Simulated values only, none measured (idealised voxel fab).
process module | voxel ribs on slabs
cross-section cut | 150 nm wide | cells 5 nm
A cross-section is a grid of square cells, given in bands from the top down. A band is one or more rows of cells.
Each band's line starts with the height of the band's top and of its bottom, in nm. Then come its materials from left to right, each with its width in nm. One material with "throughout" fills the band from edge to edge. "air" is empty space.
Height 0 is the level under which the wafer as received is all one material. The lowest band goes on downwards, as in "0 down".
A width such as "30 to 40" changes by the same amount from each row of cells to the next, from the band's top row to its bottom row.
"no change" after a step means that no cell of the cross-section changed.
closed voids: empty space of 8 cells or more with no open way to the top, each as width x height at its distance from the left edge, in nm
after a step's settings: what the simulator itself notes on the step
overlay nm, on a step with a mask: how far to the right of its planned place the mask lay; to the left if negative
plan
1 op RECEIVE | material Si
2 op DIRECTIONAL_DEP | material SiO2 | thk nm 25
3 op DIRECTIONAL_DEP | material polySi | thk nm 15
4 op DIRECTIONAL_DEP | material aC | thk nm 10
5 op PATTERN | tone cover | mask id RIB | material resist | width nm 25 | thk nm 25 | overlay nm 0
6 op DIRECTIONAL_ETCH | etch materials aC | depth nm 10
7 op STRIP | etch materials resist
8 op DIRECTIONAL_ETCH | etch materials polySi | depth nm 10
9 op STRIP | etch materials aC
10 op PATTERN | tone cover | mask id SLAB | material resist | width nm 85 | thk nm 20 | overlay nm 0
11 op DIRECTIONAL_ETCH | etch materials polySi | depth nm 5
12 op STRIP | etch materials resist
13 op FILL_DEP | material SiO2 | thk nm 25
14 op CMP | height nm 60
15 op DIRECTIONAL_DEP | material W | thk nm 5
16 op DIRECTIONAL_DEP | material aC | thk nm 15
17 op PATTERN | tone cover | mask id HEATER | material resist | width nm 35 | thk nm 30 | overlay nm 0
18 op DIRECTIONAL_ETCH | etch materials aC | depth nm 15
19 op STRIP | etch materials resist
20 op DIRECTIONAL_ETCH | etch materials W | depth nm 5
21 op STRIP | etch materials aC
22 op CONFORMAL_DEP | material SiO2 | thk nm 5
as received, after step 1
  0 down: Si throughout
  closed voids: none
first wafer at the end, as planned
  70 to 65: air 50 | SiO2 45 | air 55
  65 to 60: SiO2 55 | W 35 | SiO2 60
  60 to 40: SiO2 throughout
  40 to 30: SiO2 60 | polySi 25 | SiO2 65
  30 to 25: SiO2 30 | polySi 85 | SiO2 35
  25 to 0: SiO2 throughout
  0 down: Si throughout
  closed voids: none
second wafer at the end: like start, like plan, one mistake
  70 to 65: air 50 | SiO2 45 | air 55
  65 to 60: SiO2 55 | W 35 | SiO2 60
  60 to 55: SiO2 throughout
  55 to 45: SiO2 60 | polySi 25 | SiO2 65
  45 to 40: SiO2 30 | polySi 85 | SiO2 35
  40 to 25: polySi throughout
  25 to 0: SiO2 throughout
  0 down: Si throughout
  closed voids: none
what went wrong: step 3 was run twice
at the end the second wafer has, in cells: 90 fewer of SiO2 | 90 more of polySi
